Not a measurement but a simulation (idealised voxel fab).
process module | voxel double patterning
cross-section cut | 215 nm wide | cells 5 nm
A cross-section is a grid of square cells, given in bands from the top down. A band is one or more rows of cells.
Each band's line starts with the height of the band's top and of its bottom, in nm. Then come its materials from left to right, each with its width in nm. One material with "throughout" fills the band from edge to edge. "air" is empty space.
Height 0 is the level under which the wafer as received is all one material. The lowest band goes on downwards, as in "0 down".
A width such as "30 to 40" changes by the same amount from each row of cells to the next, from the band's top row to its bottom row.
"no change" after a step means that no cell of the cross-section changed.
closed voids: empty space of 8 cells or more with no open way to the top, each as width x height at its distance from the left edge, in nm
after a step's settings: what the simulator itself notes on the step
overlay nm, on a step with a mask: how far to the right of its planned place the mask lay; to the left if negative
plan
1 op RECEIVE | material Si
2 op CONFORMAL_DEP | material SiO2 | thk nm 5
3 op DIRECTIONAL_DEP | material TiN | thk nm 20
4 op DIRECTIONAL_DEP | material SiCN | thk nm 5
5 op PATTERN | tone open | mask id FIRST | material resist | width nm 15 | pitch nm 50 | thk nm 15 | overlay nm 0
6 op DIRECTIONAL_ETCH | etch materials SiCN | depth nm 5
7 op STRIP | etch materials resist
8 op PATTERN | tone open | mask id SECOND | material resist | width nm 15 | thk nm 20 | overlay nm 0
9 op DIRECTIONAL_ETCH | etch materials SiCN | depth nm 5
10 op STRIP | etch materials resist
11 op DIRECTIONAL_ETCH | etch materials TiN | depth nm 20
12 op STRIP | etch materials SiCN
first wafer, as planned
as received, after step 1
  0 down: Si throughout
  closed voids: none
after step 2
  5 to 0: SiO2 throughout
  below 0: unchanged
after step 3
  25 to 5: TiN throughout
  below 5: unchanged
after step 4
  30 to 25: SiCN throughout
  below 25: unchanged
after step 5
  45 to 30: resist 75 | air 15 | resist 35 | air 15 | resist 75
  below 30: unchanged
after step 6
  45 to 30: resist 75 | air 15 | resist 35 | air 15 | resist 75
  30 to 25: SiCN 75 | air 15 | SiCN 35 | air 15 | SiCN 75
  below 25: unchanged
after step 7
  30 to 25: SiCN 75 | air 15 | SiCN 35 | air 15 | SiCN 75
  below 25: unchanged
after step 8
  50 to 30: resist 100 | air 15 | resist 100
  30 to 25: SiCN 75 | resist 15 | SiCN 35 | resist 15 | SiCN 75
  below 25: unchanged
after step 9
  50 to 30: resist 100 | air 15 | resist 100
  30 to 25: SiCN 75 | resist 15 | SiCN 10 | air 15 | SiCN 10 | resist 15 | SiCN 75
  below 25: unchanged
after step 10
  30 to 25: SiCN 75 | air 15 | SiCN 10 | air 15 | SiCN 10 | air 15 | SiCN 75
  below 25: unchanged
after step 11
  30 to 25: SiCN 75 | air 15 | SiCN 10 | air 15 | SiCN 10 | air 15 | SiCN 75
  25 to 5: TiN 75 | air 15 | TiN 10 | air 15 | TiN 10 | air 15 | TiN 75
  below 5: unchanged
after step 12
  25 to 5: TiN 75 | air 15 | TiN 10 | air 15 | TiN 10 | air 15 | TiN 75
  below 5: unchanged
second wafer: like start, like plan, one mistake. Through step 4 it matches the first wafer
when step 5 should have ended
  45 to 30: resist 70 | air 25 | resist 25 | air 25 | resist 70
  below 30: unchanged
when step 6 should have ended
  45 to 30: resist 70 | air 25 | resist 25 | air 25 | resist 70
  30 to 25: SiCN 70 | air 25 | SiCN 25 | air 25 | SiCN 70
  below 25: unchanged
when step 7 should have ended
  30 to 25: SiCN 70 | air 25 | SiCN 25 | air 25 | SiCN 70
  below 25: unchanged
when step 8 should have ended
  50 to 30: resist 100 | air 15 | resist 100
  30 to 25: SiCN 70 | resist 25 | SiCN 25 | resist 25 | SiCN 70
  below 25: unchanged
when step 9 should have ended
  50 to 30: resist 100 | air 15 | resist 100
  30 to 25: SiCN 70 | resist 25 | SiCN 5 | air 15 | SiCN 5 | resist 25 | SiCN 70
  below 25: unchanged
when step 10 should have ended
  30 to 25: SiCN 70 | air 25 | SiCN 5 | air 15 | SiCN 5 | air 25 | SiCN 70
  below 25: unchanged
when step 11 should have ended
  30 to 25: SiCN 70 | air 25 | SiCN 5 | air 15 | SiCN 5 | air 25 | SiCN 70
  25 to 5: TiN 70 | air 25 | TiN 5 | air 15 | TiN 5 | air 25 | TiN 70
  below 5: unchanged
when step 12 should have ended
  25 to 5: TiN 70 | air 25 | TiN 5 | air 15 | TiN 5 | air 25 | TiN 70
  below 5: unchanged
what went wrong: step 5 ran as: op PATTERN | tone open | mask id FIRST | material resist | width nm 25 | pitch nm 50 | thk nm 15 | overlay nm 0
at the end the second wafer has, in cells: 16 fewer of TiN
